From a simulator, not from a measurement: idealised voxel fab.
This is a process module. Its name is voxel spacer lines.
235 nm wide, 5 nm square cells: that's cross-section cut.
If you're reading a cross-section in this doc, picture square cells in a grid; it comes to you as bands, top ones listed first down to the bottom, and a band can be one or more rows of cells. It is stipulated that each band's entry specify, in nanometres, the height of the top of the band and then that of its bottom, followed by the materials of the band in left-to-right sequence, each together with its width in nanometres. A single material marked by the word "all across" is understood to fill the band from edge to edge; the word "air" is understood to denote empty space. Basically, 0 is our baseline, since under it the wafer straight out of the box is all one material. The bottom band has no lower end and keeps on going down, so it looks like "0 nm and below". It should be noted that a width expressed as "30..40" varies in equal increments from row to row of cells within the band, taking the value of the first number at the top row and that of the second number at the bottom row. Where a step carries "nothing altered", the cross-section came out of it unchanged, cell for cell. Empty spaces without an open route to the top, at least 8 cells in extent, make up the entry "Listed closed voids"; each is given as width x height at distance, where the distance is measured from the left edge, and all are in nm. after a step's settings: what the simulator itself notes on the step. "overlay nm" answers the question of how far to the right of plan the mask lay on a step that has a mask, and when it is negative the answer is to the left.

Planned process steps:
1) RECEIVE [material Si]
2) CONFORMAL_DEP [material Al2O3] [thk nm 5]
3) DIRECTIONAL_DEP [material polySi] [thk nm 10]
4) DIRECTIONAL_DEP [material aC] [thk nm 30]
5) PATTERN [tone cover] [mask id MANDREL] [material resist] [width nm 15] [pitch nm 50] [thk nm 35] [overlay nm 0]
6) DIRECTIONAL_ETCH [etch materials aC] [depth nm 30]
7) STRIP [etch materials resist]
8) CONFORMAL_DEP [material SiO2] [thk nm 10]
9) DIRECTIONAL_ETCH [etch materials SiO2] [depth nm 10]
10) STRIP [etch materials aC]
11) DIRECTIONAL_ETCH [etch materials polySi] [depth nm 10]
12) STRIP [etch materials SiO2]

First wafer, two in total, run as planned:

As received (post step 1): cross-section:
* 0 nm and below = Si all across
* Listed closed voids: none

Cross-section of the wafer after step 2:
* 5 nm to 0 nm = Al2O3 all across
* Below a height of 0, the structure has not been altered.

Cross-section of the wafer after step 3:
* 15 nm to 5 nm = polySi all across
* Below a height of 5, the structure has not been altered.

Cross-section of the wafer after step 4:
* 45 nm to 15 nm = aC all across
* Below a height of 15, the structure has not been altered.

Cross-section of the wafer after step 5:
* 80 nm to 45 nm = air 85 nm / resist 15 nm / air 35 nm / resist 15 nm / air 85 nm
* Below a height of 45, the structure has not been altered.

Cross-section of the wafer after step 6:
* 50 nm to 45 nm = air 85 nm / resist 15 nm / air 35 nm / resist 15 nm / air 85 nm
* 45 nm to 15 nm = air 85 nm / aC 15 nm / air 35 nm / aC 15 nm / air 85 nm
* Below a height of 15, the structure has not been altered.

Cross-section of the wafer after step 7:
* 45 nm to 15 nm = air 85 nm / aC 15 nm / air 35 nm / aC 15 nm / air 85 nm
* Below a height of 15, the structure has not been altered.

Cross-section of the wafer after step 8:
* 55 nm to 45 nm = air 75 nm / SiO2 35 nm / air 15 nm / SiO2 35 nm / air 75 nm
* 45 nm to 25 nm = air 75 nm / SiO2 10 nm / aC 15 nm / SiO2 10 nm / air 15 nm / SiO2 10 nm / aC 15 nm / SiO2 10 nm / air 75 nm
* 25 nm to 15 nm = SiO2 85 nm / aC 15 nm / SiO2 35 nm / aC 15 nm / SiO2 85 nm
* Below a height of 15, the structure has not been altered.

Cross-section of the wafer after step 9:
* 45 nm to 15 nm = air 75 nm / SiO2 10 nm / aC 15 nm / SiO2 10 nm / air 15 nm / SiO2 10 nm / aC 15 nm / SiO2 10 nm / air 75 nm
* Below a height of 15, the structure has not been altered.

Cross-section of the wafer after step 10:
* 45 nm to 15 nm = air 75 nm / SiO2 10 nm / air 15 nm / SiO2 10 nm / air 15 nm / SiO2 10 nm / air 15 nm / SiO2 10 nm / air 75 nm
* Below a height of 15, the structure has not been altered.

Cross-section of the wafer after step 11:
* 45 nm to 15 nm = air 75 nm / SiO2 10 nm / air 15 nm / SiO2 10 nm / air 15 nm / SiO2 10 nm / air 15 nm / SiO2 10 nm / air 75 nm
* 15 nm to 5 nm = air 75 nm / polySi 10 nm / air 15 nm / polySi 10 nm / air 15 nm / polySi 10 nm / air 15 nm / polySi 10 nm / air 75 nm
* Below a height of 5, the structure has not been altered.

Cross-section of the wafer after step 12:
* 15 nm to 5 nm = air 75 nm / polySi 10 nm / air 15 nm / polySi 10 nm / air 15 nm / polySi 10 nm / air 15 nm / polySi 10 nm / air 75 nm
* Below a height of 5, the structure has not been altered.

Wafer two: like wafer one in start and plan, but with one mistake in execution; identical up to and including step 4:

Cross-section: second wafer, time at which step 5 was scheduled to end:
* 80 nm to 45 nm = air 80 nm / resist 25 nm / air 25 nm / resist 25 nm / air 80 nm
* Below a height of 45, the structure has not been altered.

Cross-section: second wafer, time at which step 6 was scheduled to end:
* 50 nm to 45 nm = air 80 nm / resist 25 nm / air 25 nm / resist 25 nm / air 80 nm
* 45 nm to 15 nm = air 80 nm / aC 25 nm / air 25 nm / aC 25 nm / air 80 nm
* Below a height of 15, the structure has not been altered.

Cross-section: second wafer, time at which step 7 was scheduled to end:
* 45 nm to 15 nm = air 80 nm / aC 25 nm / air 25 nm / aC 25 nm / air 80 nm
* Below a height of 15, the structure has not been altered.

Cross-section: second wafer, time at which step 8 was scheduled to end:
* 55 nm to 45 nm = air 70 nm / SiO2 45 nm / air 5 nm / SiO2 45 nm / air 70 nm
* 45 nm to 25 nm = air 70 nm / SiO2 10 nm / aC 25 nm / SiO2 10 nm / air 5 nm / SiO2 10 nm / aC 25 nm / SiO2 10 nm / air 70 nm
* 25 nm to 15 nm = SiO2 80 nm / aC 25 nm / SiO2 25 nm / aC 25 nm / SiO2 80 nm
* Below a height of 15, the structure has not been altered.

Cross-section: second wafer, time at which step 9 was scheduled to end:
* 45 nm to 15 nm = air 70 nm / SiO2 10 nm / aC 25 nm / SiO2 10 nm / air 5 nm / SiO2 10 nm / aC 25 nm / SiO2 10 nm / air 70 nm
* Below a height of 15, the structure has not been altered.

Cross-section: second wafer, time at which step 10 was scheduled to end:
* 45 nm to 15 nm = air 70 nm / SiO2 10 nm / air 25 nm / SiO2 10 nm / air 5 nm / SiO2 10 nm / air 25 nm / SiO2 10 nm / air 70 nm
* Below a height of 15, the structure has not been altered.

Cross-section: second wafer, time at which step 11 was scheduled to end:
* 45 nm to 15 nm = air 70 nm / SiO2 10 nm / air 25 nm / SiO2 10 nm / air 5 nm / SiO2 10 nm / air 25 nm / SiO2 10 nm / air 70 nm
* 15 nm to 5 nm = air 70 nm / polySi 10 nm / air 25 nm / polySi 10 nm / air 5 nm / polySi 10 nm / air 25 nm / polySi 10 nm / air 70 nm
* Below a height of 5, the structure has not been altered.

Cross-section: second wafer, time at which step 12 was scheduled to end:
* 15 nm to 5 nm = air 70 nm / polySi 10 nm / air 25 nm / polySi 10 nm / air 5 nm / polySi 10 nm / air 25 nm / polySi 10 nm / air 70 nm
* Below a height of 5, the structure has not been altered.
Where did the run depart from the plan? for step 5, the planned setting was not used; the step was instead run as PATTERN [tone cover] [mask id MANDREL] [material resist] [width nm 25] [pitch nm 50] [thk nm 35] [overlay nm 0]
End check, second vs first wafer: material counts in cells match, positions do not.
